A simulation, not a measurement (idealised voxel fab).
Process module, titled voxel wiring stack
Cross-section cut: width 180 nm, square cells of 5 nm.
The cross-sections in this document take the form of a grid made of square cells. They are written out as bands, in order from top to bottom. Each band consists of one or more rows of cells.
In this notation a band is specified by the heights of its top and bottom, in that order and in nm, after which its materials appear from left to right, each paired with its width in nm. The word "full width" attached to a single material means that material fills the band from edge to edge; the word "blank" stands for empty space.
Height datum 0, below which the as-received substrate wafer is one material. Lowest band open at the bottom, running downward: "z 0 and below".
Note: "30->40" means the width goes from the first number (top row of the band) to the second number (bottom row) in equal steps per row of cells.
Given "no alterations made" for a step, no cell of the cross-section differs between before and after that step.
This entry, "Sealed voids", enumerates those empty regions of no fewer than 8 cells that possess no open connection to the top. Each region is reported in the form width x height at distance, the distance being taken from the left edge, with all three quantities expressed in nm.
Read whatever lies past the settings on a step's line as the simulator's own remark about the step.
"overlay nm" on a masked step: distance the mask lay right of its planned place, negative for left.
**Listed below are the process steps as planned**
step 1: RECEIVE (material Si)
step 2: CONFORMAL_DEP (material SiO2; thk nm 10)
step 3: DIRECTIONAL_DEP (material TiN; thk nm 5)
step 4: DIRECTIONAL_DEP (material W; thk nm 15)
step 5: DIRECTIONAL_DEP (material aC; thk nm 15)
step 6: PATTERN (tone cover; mask id METAL_1; material resist; width nm 20; pitch nm 45; thk nm 30; overlay nm 0)
step 7: DIRECTIONAL_ETCH (etch materials aC; depth nm 15)
step 8: STRIP (etch materials resist)
step 9: DIRECTIONAL_ETCH (etch materials W; depth nm 15)
step 10: DIRECTIONAL_ETCH (etch materials TiN; depth nm 5)
step 11: STRIP (etch materials aC)
step 12: FILL_DEP (material SiO2; thk nm 10)
step 13: CMP (height nm 30)
step 14: CONFORMAL_DEP (material SiCN; thk nm 5)
step 15: DIRECTIONAL_DEP (material lowk; thk nm 35)
step 16: DIRECTIONAL_DEP (material aC; thk nm 15)
step 17: PATTERN (tone open; mask id METAL_2_HOLES; material resist; width nm 15; thk nm 35; overlay nm 0)
step 18: DIRECTIONAL_ETCH (etch materials aC; depth nm 15)
step 19: STRIP (etch materials resist)
step 20: DIRECTIONAL_ETCH (etch materials lowk; depth nm 35)
step 21: STRIP (etch materials aC)
step 22: DIRECTIONAL_DEP (material aC; thk nm 15)
step 23: PATTERN (tone open; mask id METAL_2; material resist; width nm 20; pitch nm 45; thk nm 30; overlay nm 0)
step 24: DIRECTIONAL_ETCH (etch materials aC; depth nm 15)
step 25: STRIP (etch materials resist)
step 26: DIRECTIONAL_ETCH (etch materials lowk; depth nm 20)
step 27: DIRECTIONAL_ETCH (etch materials SiCN; depth nm 5)
step 28: STRIP (etch materials aC)
step 29: CONFORMAL_DEP (material TiN; thk nm 5)
step 30: FILL_DEP (material Cu; thk nm 5)
step 31: CMP (height nm 70)
step 32: CONFORMAL_DEP (material SiN; thk nm 5)
varied across the wafers: width nm of step 17. The plan shows the first wafer's value. All wafers start alike
**Cross-section of the first of several wafers as received (after step 1)**
- z 0 and below: Si full width
- Sealed voids: none
**For your reference, the table is organized with a row per wafer; each row reflects the wafer at the end of the module, indicating for each material the cells gained (+) or lost (-) since receipt, and thereafter its closed voids**
width nm 15; +16 Cu; +33 SiCN; +36 SiN; +184 SiO2; +36 TiN; +24 W; +211 lowk; Sealed voids: none
width nm 20; +20 Cu; +32 SiCN; +36 SiN; +184 SiO2; +36 TiN; +24 W; +208 lowk; Sealed voids: none
width nm 25; +26 Cu; +32 SiCN; +36 SiN; +184 SiO2; +37 TiN; +24 W; +201 lowk; Sealed voids: none
width nm 30; +32 Cu; +32 SiCN; +36 SiN; +184 SiO2; +38 TiN; +24 W; +194 lowk; Sealed voids: none
